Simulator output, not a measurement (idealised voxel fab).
Module name: voxel lift off (process module)
Cross-section cut spans 155 nm and uses square cells 5 nm in size.
Cross-section spec: square-cell grid; bands listed top down; each band is one or more rows.
Per band: top height and bottom height in nm, followed by the left-to-right materials and their widths in nm; "throughout" marks a single material spanning edge to edge, "blank" marks empty space.
Beneath 0, the wafer as received is one material, and that level is where height counting begins. The lowest band goes on downward without a bottom; it is written like "0..down".
Width spec "30->40" -> top row of cells at first value, bottom row at second value, equal per-row change in between.
"all unchanged" for a step: no cell of the cross-section changed in that step.
Closed void listing: empty space of 8 cells or more with no open way to the top, each as width x height at its distance from the left edge, in nm
It should be noted that, on the line of a given step, the content following the step's settings is a remark produced by the simulator itself with respect to that step.
overlay nm: mask offset rightward from planned place, masked step; negative means leftward offset.

**These are the steps we planned for the process**
step 1: op RECEIVE | material Si
step 2: op CONFORMAL_DEP | material SiN | thk nm 10
step 3: op PATTERN | tone open | mask id LINES | material resist | width nm 15 | pitch nm 40 | thk nm 25 | overlay nm 0
step 4: op DIRECTIONAL_DEP | material Ru | thk nm 15
step 5: op STRIP | etch materials resist
step 6: op CONFORMAL_DEP | material SiO2 | thk nm 5

**What follows covers the first of two wafers; it ran as planned**

**Wafer cross-section on receipt, i.e. after step 1**
- 0..down  Si throughout
- Closed void listing: none

**Take a look at the wafer's cross-section after step 2**
- 10..0  SiN throughout
- below 0: unchanged

**Take a look at the wafer's cross-section after step 3**
- 35..10  resist (30), then blank (15), then resist (25), then blank (15), then resist (25), then blank (15), then resist (30)
- below 10: unchanged

**Take a look at the wafer's cross-section after step 4**
- 50..35  Ru (30), then blank (15), then Ru (25), then blank (15), then Ru (25), then blank (15), then Ru (30)
- 35..25  resist (30), then blank (15), then resist (25), then blank (15), then resist (25), then blank (15), then resist (30)
- 25..10  resist (30), then Ru (15), then resist (25), then Ru (15), then resist (25), then Ru (15), then resist (30)
- below 10: unchanged

**Take a look at the wafer's cross-section after step 5**
- 25..10  blank (30), then Ru (15), then blank (25), then Ru (15), then blank (25), then Ru (15), then blank (30)
- below 10: unchanged

**Take a look at the wafer's cross-section after step 6**
- 30..25  blank (25), then SiO2 (25), then blank (15), then SiO2 (25), then blank (15), then SiO2 (25), then blank (25)
- 25..15  blank (25), then SiO2 (5), then Ru (15), then SiO2 (5), then blank (15), then SiO2 (5), then Ru (15), then SiO2 (5), then blank (15), then SiO2 (5), then Ru (15), then SiO2 (5), then blank (25)
- 15..10  SiO2 (30), then Ru (15), then SiO2 (25), then Ru (15), then SiO2 (25), then Ru (15), then SiO2 (30)
- below 10: unchanged

**Companion wafer, the second of two: same beginning, same intended sequence, one mistake in carrying it out; through step 4 inclusive it tracks the first exactly**

**Cross-sectional view of the second wafer at the intended end time of process step 5**
- 25..10  blank (30), then Ru (15), then blank (25), then Ru (15), then blank (25), then Ru (15), then blank (30)
- below 10: unchanged

**Cross-sectional view of the second wafer at the intended end time of process step 6**
- 30..25  blank (25), then SiO2 (25), then blank (15), then SiO2 (25), then blank (15), then SiO2 (25), then blank (25)
- 25..15  blank (25), then SiO2 (5), then Ru (15), then SiO2 (5), then blank (15), then SiO2 (5), then Ru (15), then SiO2 (5), then blank (15), then SiO2 (5), then Ru (15), then SiO2 (5), then blank (25)
- 15..10  SiO2 (30), then Ru (15), then SiO2 (25), then Ru (15), then SiO2 (25), then Ru (15), then SiO2 (30)
- below 10: unchanged
So what did we get wrong on this run? plan step 5 was twice executed
Outcome: the two wafer cross-sections end up identical, and the model's computation is unaffected by the mistake.
